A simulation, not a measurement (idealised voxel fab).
Process module in this document: voxel tone inversion
For reference, the cross-section in this document is cut, with width 165 nm and square cells of 5 nm.
A cross-section in this document is a grid of square cells, and it is written down as bands, the top band listed before the ones below it; a band is made up of one or more rows of cells.
The band entry comprises the height of the band's top followed by the height of its bottom, expressed in nm, and subsequently the band's materials from left to right, each stated together with its width in nm. Where a single material is marked with the word "all across", that material fills the band from edge to edge. The word "empty" represents empty space.
Below 0: as-received wafer, all one material; heights counted from there. Lowest band: no bottom, goes on down, written "0 -> down".
With a width like "30..40", each row of cells in the band differs from the next by the same amount, the top row carrying the first number and the bottom row the second.
Step note "no change" = no cross-section cell changed.
The list in "Enclosed voids" covers empty spaces of 8 cells or more that cannot reach the top through any open way, and it gives each as width x height at distance; the distance is from the left edge, and width, height and distance are in nm.
Step line, after settings: the simulator's comment on this step.
You can add "overlay nm" to a step's line. For a step with a mask, it describes how far the mask lay to the right of its planned position, and a negative number describes a lay to the left.

Listed below are the process steps as planned:
1. RECEIVE: material Si
2. CONFORMAL_DEP: material SiCN, thk nm 10
3. DIRECTIONAL_DEP: material aC, thk nm 15
4. PATTERN: tone cover, mask id POSTS, material resist, width nm 15, pitch nm 40, thk nm 25, overlay nm 0
5. DIRECTIONAL_ETCH: etch materials aC, depth nm 15
6. STRIP: etch materials resist
7. FILL_DEP: material lowk, thk nm 10
8. CMP: height nm 25
9. STRIP: etch materials aC

The first wafer of two, processed as planned:

This is the cross-section of the wafer as we received it, i.e. after step 1:
* 0 -> down = Si all across
* Enclosed voids: none

You're looking at a cross-section of the wafer after step 2:
* 10 -> 0 = SiCN all across
* Note: structure below 0 unchanged.

You're looking at a cross-section of the wafer after step 3:
* 25 -> 10 = aC all across
* Note: structure below 10 unchanged.

You're looking at a cross-section of the wafer after step 4:
* 50 -> 25 = empty 55 nm | resist 15 nm | empty 25 nm | resist 15 nm | empty 55 nm
* Note: structure below 25 unchanged.

You're looking at a cross-section of the wafer after step 5:
* 35 -> 25 = empty 55 nm | resist 15 nm | empty 25 nm | resist 15 nm | empty 55 nm
* 25 -> 10 = empty 55 nm | aC 15 nm | empty 25 nm | aC 15 nm | empty 55 nm
* Note: structure below 10 unchanged.

You're looking at a cross-section of the wafer after step 6:
* 25 -> 10 = empty 55 nm | aC 15 nm | empty 25 nm | aC 15 nm | empty 55 nm
* Note: structure below 10 unchanged.

You're looking at a cross-section of the wafer after step 7:
* 35 -> 25 = lowk all across
* 25 -> 10 = lowk 55 nm | aC 15 nm | lowk 25 nm | aC 15 nm | lowk 55 nm
* Note: structure below 10 unchanged.

You're looking at a cross-section of the wafer after step 8:
* 25 -> 10 = lowk 55 nm | aC 15 nm | lowk 25 nm | aC 15 nm | lowk 55 nm
* Note: structure below 10 unchanged.

You're looking at a cross-section of the wafer after step 9:
* 25 -> 10 = lowk 55 nm | empty 15 nm | lowk 25 nm | empty 15 nm | lowk 55 nm
* Note: structure below 10 unchanged.

Notes, second wafer: start = first wafer's, plan = first wafer's, execution had one mistake; history identical to first through step 3:

X-section, second wafer, when step 4 was due to finish:
* 50 -> 25 = empty 45 nm | resist 15 nm | empty 25 nm | resist 15 nm | empty 65 nm
* Note: structure below 25 unchanged.

X-section, second wafer, when step 5 was due to finish:
* 35 -> 25 = empty 45 nm | resist 15 nm | empty 25 nm | resist 15 nm | empty 65 nm
* 25 -> 10 = empty 45 nm | aC 15 nm | empty 25 nm | aC 15 nm | empty 65 nm
* Note: structure below 10 unchanged.

X-section, second wafer, when step 6 was due to finish:
* 25 -> 10 = empty 45 nm | aC 15 nm | empty 25 nm | aC 15 nm | empty 65 nm
* Note: structure below 10 unchanged.

X-section, second wafer, when step 7 was due to finish:
* 35 -> 25 = lowk all across
* 25 -> 10 = lowk 45 nm | aC 15 nm | lowk 25 nm | aC 15 nm | lowk 65 nm
* Note: structure below 10 unchanged.

X-section, second wafer, when step 8 was due to finish:
* 25 -> 10 = lowk 45 nm | aC 15 nm | lowk 25 nm | aC 15 nm | lowk 65 nm
* Note: structure below 10 unchanged.

X-section, second wafer, when step 9 was due to finish:
* 25 -> 10 = lowk 45 nm | empty 15 nm | lowk 25 nm | empty 15 nm | lowk 65 nm
* Note: structure below 10 unchanged.
In executing the process, a mistake was made relative to the plan: step 4 was run on a setting that differed from the plan, and what really ran there is PATTERN: tone cover, mask id POSTS, material resist, width nm 15, pitch nm 40, thk nm 25, overlay nm -10
The concluding comparison shows that, measured in cells, each material is equally abundant on both wafers, albeit at different positions.
